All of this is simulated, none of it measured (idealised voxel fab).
process module | voxel self aligned contacts
cross-section cut | 200 nm wide | cells 5 nm
A cross-section is a grid of square cells, given in bands from the top down. A band is one or more rows of cells.
Each band's line starts with the height of the band's top and of its bottom, in nm. Then come its materials from left to right, each with its width in nm. One material with "throughout" fills the band from edge to edge. "air" is empty space.
Height 0 is the level under which the wafer as received is all one material. The lowest band goes on downwards, as in "0 down".
A width such as "30 to 40" changes by the same amount from each row of cells to the next, from the band's top row to its bottom row.
"no change" after a step means that no cell of the cross-section changed.
closed voids: empty space of 8 cells or more with no open way to the top, each as width x height at its distance from the left edge, in nm
after a step's settings: what the simulator itself notes on the step
overlay nm, on a step with a mask: how far to the right of its planned place the mask lay; to the left if negative
plan
1 op RECEIVE | material Si
2 op OXIDIZE | depth nm 5
3 op DIRECTIONAL_DEP | material polySi | thk nm 25
4 op DIRECTIONAL_DEP | material SiN | thk nm 20
5 op MASKED_ETCH | tone cover | mask id GATE | width nm 25 | pitch nm 70 | etch materials SiN | depth nm 20 | overlay nm 0
6 op MASKED_ETCH | tone cover | mask id GATE | width nm 25 | pitch nm 70 | etch materials polySi | depth nm 25 | overlay nm 0
7 op CONFORMAL_DEP | material SiN | thk nm 10
8 op DIRECTIONAL_ETCH | etch materials SiN | depth nm 10
9 op FILL_DEP | material SiO2 | thk nm 15
10 op CMP | height nm 55
11 op DIRECTIONAL_DEP | material aC | thk nm 10
12 op PATTERN | tone open | mask id CONTACT | material resist | width nm 55 | pitch nm 70 | thk nm 25 | overlay nm 0
13 op DIRECTIONAL_ETCH | etch materials aC | depth nm 10
14 op STRIP | etch materials resist
15 op DIRECTIONAL_ETCH | etch materials SiO2 | depth nm 60
16 op STRIP | etch materials aC
17 op CONFORMAL_DEP | material TiN | thk nm 5
18 op FILL_DEP | material W | thk nm 5
19 op CMP | height nm 55
20 op CONFORMAL_DEP | material SiCN | thk nm 5
as received, after step 1
  0 down: Si throughout
  closed voids: none
first wafer at the end, as planned
  60 to 55: SiCN throughout
  55 to 45: SiO2 35 | TiN 5 to 20 | W 45 to 15 | TiN 5 to 20 | SiO2 15 | TiN 5 to 20 | W 45 to 15 | TiN 5 to 20 | SiO2 40
  45 to 25: SiO2 5 | SiN 45 | TiN 5 | W 15 | TiN 5 | SiN 45 | TiN 5 | W 15 | TiN 5 | SiN 45 | SiO2 10
  25 to 0: SiO2 5 | SiN 10 | polySi 25 | SiN 10 | TiN 5 | W 15 | TiN 5 | SiN 10 | polySi 25 | SiN 10 | TiN 5 | W 15 | TiN 5 | SiN 10 | polySi 25 | SiN 10 | SiO2 10
  0 to -5: SiO2 50 | TiN 25 | SiO2 45 | TiN 25 | SiO2 55
  -5 down: Si throughout
  closed voids: none
second wafer at the end: like start, like plan, one mistake
  60 to 55: SiCN throughout
  55 to 45: SiO2 45 | TiN 5 to 10 | W 45 to 15 | TiN 5 to 30 | SiO2 15 | TiN 5 to 10 | W 45 to 15 | TiN 5 to 30 | SiO2 30
  45 to 25: SiO2 5 | SiN 45 | TiN 5 | W 15 | TiN 5 | SiN 45 | TiN 5 | W 15 | TiN 5 | SiN 45 | SiO2 10
  25 to 0: SiO2 5 | SiN 10 | polySi 25 | SiN 10 | TiN 5 | W 15 | TiN 5 | SiN 10 | polySi 25 | SiN 10 | TiN 5 | W 15 | TiN 5 | SiN 10 | polySi 25 | SiN 10 | SiO2 10
  0 to -5: SiO2 50 | TiN 25 | SiO2 45 | TiN 25 | SiO2 55
  -5 down: Si throughout
  closed voids: none
what went wrong: step 12 ran as: op PATTERN | tone open | mask id CONTACT | material resist | width nm 55 | pitch nm 70 | thk nm 25 | overlay nm 10
at the end the second wafer has, in cells: as many of each material as the first, in other places
